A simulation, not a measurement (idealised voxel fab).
The following process module bears the name voxel spacer lines.
Cross-section cut spans 280 nm and uses square cells 5 nm in size.
Bands, listed from the top down, are how a cross-section gets written in this document; the cross-section itself is a grid of square cells, and a band is one or more rows of them. Look at the band entry: it leads with the top's height and the bottom's height in nm. Then it lists the materials left to right, with a width in nm for each. The word "edge to edge" on a single material says that material fills the band edge to edge. The word "empty" is empty space. Beneath 0, the wafer as received is one material, and that level is where height counting begins. The lowest band goes on downward without a bottom; it is written like "0 -> down". A two-number width, for instance "30..40", indicates that the width is equal to the first number in the top row of the band and to the second number in the bottom row, and that it changes by a constant amount per row of cells. "nothing was modified" after a step means that no cell of the cross-section changed. Reported under the label "Enclosed void entries" are the empty spaces having no open way to the top and comprising 8 cells or more; the notation for each is width x height at distance, in which the distance is measured from the left edge and all three values are in nm. Whatever follows a step's settings on its line is a remark the simulator itself makes about that step. overlay nm, on a step with a mask: how far to the right of its planned place the mask lay; to the left if negative.
THE PROCESS STEPS THAT WERE PLANNED ARE LISTED BELOW
- 1: op RECEIVE | material Si
- 2: op CONFORMAL_DEP | material Al2O3 | thk nm 10
- 3: op DIRECTIONAL_DEP | material SiN | thk nm 10
- 4: op DIRECTIONAL_DEP | material aC | thk nm 20
- 5: op PATTERN | tone cover | mask id MANDREL | material resist | width nm 15 | pitch nm 50 | thk nm 25 | overlay nm 0
- 6: op DIRECTIONAL_ETCH | etch materials aC | depth nm 20
- 7: op STRIP | etch materials resist
- 8: op CONFORMAL_DEP | material SiO2 | thk nm 10
- 9: op DIRECTIONAL_ETCH | etch materials SiO2 | depth nm 10
- 10: op STRIP | etch materials aC
- 11: op DIRECTIONAL_ETCH | etch materials SiN | depth nm 10
- 12: op STRIP | etch materials SiO2
- 13: op FILL_DEP | material SiO2 | thk nm 10
- 14: op CMP | height nm 20
AS RECEIVED, AFTER STEP 1
> 0 -> down  Si edge to edge
> Enclosed void entries: none
CROSS-SECTION TAKEN AT MODULE COMPLETION ON THE FIRST OF TWO WAFERS; PROCESSED PER THE PLAN
> 20 -> 10  95 of SiO2; 10 of SiN; 15 of SiO2; 10 of SiN; 15 of SiO2; 10 of SiN; 15 of SiO2; 10 of SiN; 100 of SiO2
> 10 -> 0  Al2O3 edge to edge
> 0 -> down  Si edge to edge
> Enclosed void entries: none
CROSS-SECTION, SECOND WAFER: SAME START AS THE FIRST, SAME PLAN AS THE FIRST, ONE MISTAKE IN RUNNING IT; TAKEN AT THE END OF THE MODULE
> 20 -> 10  aC edge to edge
> 10 -> 0  Al2O3 edge to edge
> 0 -> down  Si edge to edge
> Enclosed void entries: none
Misprocessing identified: so 3 and 4 got swapped relative to the plan, each ran where the other was supposed to
It is noted that, at the conclusion of processing, the second wafer exhibits a higher or lower cell count for certain materials relative to the first: -16 SiN; -96 SiO2; +112 aC
